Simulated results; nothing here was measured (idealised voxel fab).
process module | voxel trench capacitor
cross-section cut | 270 nm wide | cells 5 nm
A cross-section is a grid of square cells, given in bands from the top down. A band is one or more rows of cells.
Each band's line starts with the height of the band's top and of its bottom, in nm. Then come its materials from left to right, each with its width in nm. One material with "throughout" fills the band from edge to edge. "air" is empty space.
Height 0 is the level under which the wafer as received is all one material. The lowest band goes on downwards, as in "0 down".
A width such as "30 to 40" changes by the same amount from each row of cells to the next, from the band's top row to its bottom row.
"no change" after a step means that no cell of the cross-section changed.
closed voids: empty space of 8 cells or more with no open way to the top, each as width x height at its distance from the left edge, in nm
after a step's settings: what the simulator itself notes on the step
overlay nm, on a step with a mask: how far to the right of its planned place the mask lay; to the left if negative
plan
1 op RECEIVE | material Si
2 op CONFORMAL_DEP | material SiN | thk nm 10
3 op MASKED_ETCH | tone open | mask id TRENCH | width nm 30 | pitch nm 60 | etch materials SiN | depth nm 10 | overlay nm 0
4 op MASKED_ETCH | tone open | mask id TRENCH | width nm 30 | pitch nm 60 | etch materials Si | depth nm 40 | overlay nm 0
5 op CONFORMAL_DEP | material Al2O3 | thk nm 5
6 op CONFORMAL_DEP | material TiN | thk nm 5
7 op FILL_DEP | material W | thk nm 5
8 op CMP | height nm 0
varied across the wafers: height nm of step 8. The plan shows the first wafer's value. All wafers start alike
first wafer as received, after step 1
  0 down: Si throughout
  closed voids: none
each wafer at the end: cells of each material gained (+) or lost (-) since it was received, then its closed voids
height nm 0 | +60 Al2O3 | -144 Si | +48 TiN | +36 W | closed voids: none
height nm 5 | +66 Al2O3 | -144 Si | +36 SiN | +54 TiN | +42 W | closed voids: none
height nm 10 | +72 Al2O3 | -144 Si | +72 SiN | +60 TiN | +48 W | closed voids: none
height nm 15 | +114 Al2O3 | -144 Si | +72 SiN | +66 TiN | +54 W | closed voids: none
height nm 20 | +114 Al2O3 | -144 Si | +72 SiN | +114 TiN | +60 W | closed voids: none
height nm 25 | +114 Al2O3 | -144 Si | +72 SiN | +114 TiN | +114 W | closed voids: none
